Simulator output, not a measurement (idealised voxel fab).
Module name: voxel self aligned contacts (process module)
Cross-section cut: width 240 nm, square cells of 5 nm.
If you're reading a cross-section in this doc, picture square cells in a grid; it comes to you as bands, top ones listed first down to the bottom, and a band can be one or more rows of cells.
A band entry consists of two parts. The first gives the height of the band's top and the height of its bottom, in nm. The rest lists the band's materials from left to right, each with its width in nm. A single material labelled with the word "everywhere" fills the band from edge to edge, and the word "air" marks empty space.
For the purposes of this specification, 0 denotes the height below which the wafer in its as-received condition is composed wholly of one material, and the lowermost band, lacking a lower limit, extends downward without end, as expressed in "0 -> down".
So if you see something like "30->40" for the width, read it as the top row of the band sitting at the first number and the bottom row at the second, with every row in between moving by the same amount as the last.
Given "nothing changed" for a step, no cell of the cross-section differs between before and after that step.
If an empty space has no open way to the top and is at least 8 cells in size, "Entrapped voids" lists it, written width x height at distance, where distance is measured from the left edge and every value is in nm.
That trailing text on a step's line, after the settings, is the simulator's own remark on the step.
Steps that use a mask can have "overlay nm" on their line. It says how far the mask sat to the right of where it was meant to be. Negative means to the left.

STEPS PLANNED FOR THE PROCESS
step 1: RECEIVE,material Si
step 2: OXIDIZE,depth nm 5
step 3: DIRECTIONAL_DEP,material polySi,thk nm 30
step 4: DIRECTIONAL_DEP,material SiN,thk nm 15
step 5: MASKED_ETCH,tone cover,mask id GATE,width nm 30,pitch nm 60,etch materials SiN,depth nm 15,overlay nm 0
step 6: MASKED_ETCH,tone cover,mask id GATE,width nm 30,pitch nm 60,etch materials polySi,depth nm 30,overlay nm 0
step 7: CONFORMAL_DEP,material SiN,thk nm 5
step 8: DIRECTIONAL_ETCH,etch materials SiN,depth nm 5
step 9: FILL_DEP,material SiO2,thk nm 20
step 10: CMP,height nm 55
step 11: DIRECTIONAL_DEP,material aC,thk nm 15
step 12: PATTERN,tone open,mask id CONTACT,material resist,width nm 40,thk nm 30,overlay nm 0
step 13: DIRECTIONAL_ETCH,etch materials aC,depth nm 15
step 14: STRIP,etch materials resist
step 15: DIRECTIONAL_ETCH,etch materials SiO2,depth nm 60
step 16: STRIP,etch materials aC
step 17: CONFORMAL_DEP,material TiN,thk nm 5
step 18: FILL_DEP,material Ru,thk nm 5
step 19: CMP,height nm 55
step 20: CONFORMAL_DEP,material SiCN,thk nm 5

CROSS-SECTION OF THE WAFER AS IT CAME TO US, I.E., ALREADY THROUGH STEP 1
    0 -> down | Si everywhere
    Entrapped voids: none

SAME STARTING WAFER, SAME PLAN AS ABOVE, ONE MISTAKE IN THE EXECUTION; THIS IS THE CROSS-SECTION AT THE END OF THE MODULE
    60 -> 55 | SiCN everywhere
    55 -> 45 | SiO2 100  TiN 5->15  Ru 30->10  TiN 5->15  SiO2 100
    45 -> 20 | SiO2 70  SiN 5  polySi 30  SiN 5  TiN 5  Ru 10  TiN 5  SiN 5  polySi 30  SiN 5  SiO2 70
    20 -> 15 | SiO2 70  SiN 5  polySi 30  SiN 5  TiN 20  SiN 5  polySi 30  SiN 5  SiO2 70
    15 -> 0 | SiN everywhere
    0 -> -5 | SiO2 everywhere
    -5 -> down | Si everywhere
    Entrapped voids: none
In executing the process, a mistake was made relative to the plan: it was found that steps 3 and 4 of the process plan had been performed in exchanged positions
